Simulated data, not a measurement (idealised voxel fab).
process module | voxel self aligned vias
cross-section cut | 220 nm wide | cells 5 nm
A cross-section is a grid of square cells, given in bands from the top down. A band is one or more rows of cells.
Each band's line starts with the height of the band's top and of its bottom, in nm. Then come its materials from left to right, each with its width in nm. One material with "throughout" fills the band from edge to edge. "air" is empty space.
Height 0 is the level under which the wafer as received is all one material. The lowest band goes on downwards, as in "0 down".
A width such as "30 to 40" changes by the same amount from each row of cells to the next, from the band's top row to its bottom row.
"no change" after a step means that no cell of the cross-section changed.
closed voids: empty space of 8 cells or more with no open way to the top, each as width x height at its distance from the left edge, in nm
after a step's settings: what the simulator itself notes on the step
overlay nm, on a step with a mask: how far to the right of its planned place the mask lay; to the left if negative
plan
1 op RECEIVE | material Si
2 op CONFORMAL_DEP | material SiO2 | thk nm 10
3 op CONFORMAL_DEP | material SiCN | thk nm 5
4 op DIRECTIONAL_DEP | material SiO2 | thk nm 25
5 op PATTERN | tone open | mask id LINES | material resist | width nm 20 | pitch nm 50 | thk nm 15 | overlay nm 0
6 op DIRECTIONAL_ETCH | etch materials SiO2 | depth nm 25
7 op STRIP | etch materials resist
8 op CONFORMAL_DEP | material TiN | thk nm 5
9 op FILL_DEP | material W | thk nm 10
10 op CMP | height nm 40
11 op SELECTIVE_ETCH | etch materials W Ru TiN | depth nm 5
12 op FILL_DEP | material SiN | thk nm 10
13 op CMP | height nm 40
14 op DIRECTIONAL_DEP | material SiO2 | thk nm 15
15 op MASKED_ETCH | tone open | mask id VIAS | width nm 30 | pitch nm 100 | etch materials SiO2 | depth nm 15 | overlay nm 0
16 op MASKED_ETCH | tone open | mask id VIAS | width nm 30 | pitch nm 100 | etch materials SiN | depth nm 5 | overlay nm 0
17 op CONFORMAL_DEP | material TiN | thk nm 5
18 op FILL_DEP | material Ru | thk nm 10
19 op CMP | height nm 55
20 op CONFORMAL_DEP | material SiN | thk nm 5
first wafer, as planned
as received, after step 1
  0 down: Si throughout
  closed voids: none
after step 2
  10 to 0: SiO2 throughout
  below 0: unchanged
after step 3
  15 to 10: SiCN throughout
  below 10: unchanged
after step 4
  40 to 15: SiO2 throughout
  below 15: unchanged
after step 5
  55 to 40: resist 50 | air 20 | resist 30 | air 20 | resist 30 | air 20 | resist 50
  below 40: unchanged
after step 6
  55 to 40: resist 50 | air 20 | resist 30 | air 20 | resist 30 | air 20 | resist 50
  40 to 15: SiO2 50 | air 20 | SiO2 30 | air 20 | SiO2 30 | air 20 | SiO2 50
  below 15: unchanged
after step 7
  40 to 15: SiO2 50 | air 20 | SiO2 30 | air 20 | SiO2 30 | air 20 | SiO2 50
  below 15: unchanged
after step 8
  45 to 40: TiN 55 | air 10 | TiN 40 | air 10 | TiN 40 | air 10 | TiN 55
  40 to 20: SiO2 50 | TiN 5 | air 10 | TiN 5 | SiO2 30 | TiN 5 | air 10 | TiN 5 | SiO2 30 | TiN 5 | air 10 | TiN 5 | SiO2 50
  20 to 15: SiO2 50 | TiN 20 | SiO2 30 | TiN 20 | SiO2 30 | TiN 20 | SiO2 50
  below 15: unchanged
after step 9
  55 to 45: W throughout
  45 to 40: TiN 55 | W 10 | TiN 40 | W 10 | TiN 40 | W 10 | TiN 55
  40 to 20: SiO2 50 | TiN 5 | W 10 | TiN 5 | SiO2 30 | TiN 5 | W 10 | TiN 5 | SiO2 30 | TiN 5 | W 10 | TiN 5 | SiO2 50
  below 20: unchanged
after step 10
  40 to 20: SiO2 50 | TiN 5 | W 10 | TiN 5 | SiO2 30 | TiN 5 | W 10 | TiN 5 | SiO2 30 | TiN 5 | W 10 | TiN 5 | SiO2 50
  below 20: unchanged
after step 11
  40 to 35: SiO2 50 | air 20 | SiO2 30 | air 20 | SiO2 30 | air 20 | SiO2 50
  below 35: unchanged
after step 12
  50 to 40: SiN throughout
  40 to 35: SiO2 50 | SiN 20 | SiO2 30 | SiN 20 | SiO2 30 | SiN 20 | SiO2 50
  below 35: unchanged
after step 13
  40 to 35: SiO2 50 | SiN 20 | SiO2 30 | SiN 20 | SiO2 30 | SiN 20 | SiO2 50
  below 35: unchanged
after step 14
  55 to 40: SiO2 throughout
  below 40: unchanged
after step 15
  55 to 40: SiO2 45 | air 30 | SiO2 70 | air 30 | SiO2 45
  below 40: unchanged
after step 16
  55 to 40: SiO2 45 | air 30 | SiO2 70 | air 30 | SiO2 45
  40 to 35: SiO2 50 | air 20 | SiO2 30 | SiN 20 | SiO2 30 | air 20 | SiO2 50
  below 35: unchanged
after step 17
  60 to 55: TiN 50 | air 20 | TiN 80 | air 20 | TiN 50
  55 to 45: SiO2 45 | TiN 5 | air 20 | TiN 5 | SiO2 70 | TiN 5 | air 20 | TiN 5 | SiO2 45
  45 to 40: SiO2 45 | TiN 10 | air 10 | TiN 10 | SiO2 70 | TiN 10 | air 10 | TiN 10 | SiO2 45
  40 to 35: SiO2 50 | TiN 20 | SiO2 30 | SiN 20 | SiO2 30 | TiN 20 | SiO2 50
  below 35: unchanged
after step 18
  70 to 60: Ru throughout
  60 to 55: TiN 50 | Ru 20 | TiN 80 | Ru 20 | TiN 50
  55 to 45: SiO2 45 | TiN 5 | Ru 20 | TiN 5 | SiO2 70 | TiN 5 | Ru 20 | TiN 5 | SiO2 45
  45 to 40: SiO2 45 | TiN 10 | Ru 10 | TiN 10 | SiO2 70 | TiN 10 | Ru 10 | TiN 10 | SiO2 45
  below 40: unchanged
after step 19
  55 to 45: SiO2 45 | TiN 5 | Ru 20 | TiN 5 | SiO2 70 | TiN 5 | Ru 20 | TiN 5 | SiO2 45
  below 45: unchanged
after step 20
  60 to 55: SiN throughout
  below 55: unchanged
second wafer: like start, like plan, one mistake. Through step 4 it matches the first wafer
when step 5 should have ended
  55 to 40: air 50 | resist 20 | air 30 | resist 20 | air 30 | resist 20 | air 50
  below 40: unchanged
when step 6 should have ended
  55 to 40: air 50 | resist 20 | air 30 | resist 20 | air 30 | resist 20 | air 50
  40 to 15: air 50 | SiO2 20 | air 30 | SiO2 20 | air 30 | SiO2 20 | air 50
  below 15: unchanged
when step 7 should have ended
  40 to 15: air 50 | SiO2 20 | air 30 | SiO2 20 | air 30 | SiO2 20 | air 50
  below 15: unchanged
when step 8 should have ended
  45 to 40: air 45 | TiN 30 | air 20 | TiN 30 | air 20 | TiN 30 | air 45
  40 to 20: air 45 | TiN 5 | SiO2 20 | TiN 5 | air 20 | TiN 5 | SiO2 20 | TiN 5 | air 20 | TiN 5 | SiO2 20 | TiN 5 | air 45
  20 to 15: TiN 50 | SiO2 20 | TiN 30 | SiO2 20 | TiN 30 | SiO2 20 | TiN 50
  below 15: unchanged
when step 9 should have ended
  55 to 45: W throughout
  45 to 40: W 45 | TiN 30 | W 20 | TiN 30 | W 20 | TiN 30 | W 45
  40 to 20: W 45 | TiN 5 | SiO2 20 | TiN 5 | W 20 | TiN 5 | SiO2 20 | TiN 5 | W 20 | TiN 5 | SiO2 20 | TiN 5 | W 45
  below 20: unchanged
when step 10 should have ended
  40 to 20: W 45 | TiN 5 | SiO2 20 | TiN 5 | W 20 | TiN 5 | SiO2 20 | TiN 5 | W 20 | TiN 5 | SiO2 20 | TiN 5 | W 45
  below 20: unchanged
when step 11 should have ended
  40 to 35: air 50 | SiO2 20 | air 30 | SiO2 20 | air 30 | SiO2 20 | air 50
  below 35: unchanged
when step 12 should have ended
  50 to 40: SiN throughout
  40 to 35: SiN 50 | SiO2 20 | SiN 30 | SiO2 20 | SiN 30 | SiO2 20 | SiN 50
  below 35: unchanged
when step 13 should have ended
  40 to 35: SiN 50 | SiO2 20 | SiN 30 | SiO2 20 | SiN 30 | SiO2 20 | SiN 50
  below 35: unchanged
when step 14 should have ended
  55 to 40: SiO2 throughout
  below 40: unchanged
when step 15 should have ended
  55 to 40: SiO2 45 | air 30 | SiO2 70 | air 30 | SiO2 45
  below 40: unchanged
when step 16 should have ended
  55 to 40: SiO2 45 | air 30 | SiO2 70 | air 30 | SiO2 45
  40 to 35: SiN 45 | air 5 | SiO2 20 | air 5 | SiN 25 | SiO2 20 | SiN 25 | air 5 | SiO2 20 | air 5 | SiN 45
  below 35: unchanged
when step 17 should have ended
  60 to 55: TiN 50 | air 20 | TiN 80 | air 20 | TiN 50
  55 to 45: SiO2 45 | TiN 5 | air 20 | TiN 5 | SiO2 70 | TiN 5 | air 20 | TiN 5 | SiO2 45
  45 to 40: SiO2 45 | TiN 30 | SiO2 70 | TiN 30 | SiO2 45
  40 to 35: SiN 45 | TiN 5 | SiO2 20 | TiN 5 | SiN 25 | SiO2 20 | SiN 25 | TiN 5 | SiO2 20 | TiN 5 | SiN 45
  below 35: unchanged
when step 18 should have ended
  70 to 60: Ru throughout
  60 to 55: TiN 50 | Ru 20 | TiN 80 | Ru 20 | TiN 50
  55 to 45: SiO2 45 | TiN 5 | Ru 20 | TiN 5 | SiO2 70 | TiN 5 | Ru 20 | TiN 5 | SiO2 45
  below 45: unchanged
when step 19 should have ended
  55 to 45: SiO2 45 | TiN 5 | Ru 20 | TiN 5 | SiO2 70 | TiN 5 | Ru 20 | TiN 5 | SiO2 45
  below 45: unchanged
when step 20 should have ended
  60 to 55: SiN throughout
  below 55: unchanged
what went wrong: step 5 ran as: op PATTERN | tone cover | mask id LINES | material resist | width nm 20 | pitch nm 50 | thk nm 15 | overlay nm 0
at the end the second wafer has, in cells: 4 fewer of Ru | 24 more of SiN | 100 fewer of SiO2 | 20 more of TiN | 60 more of W
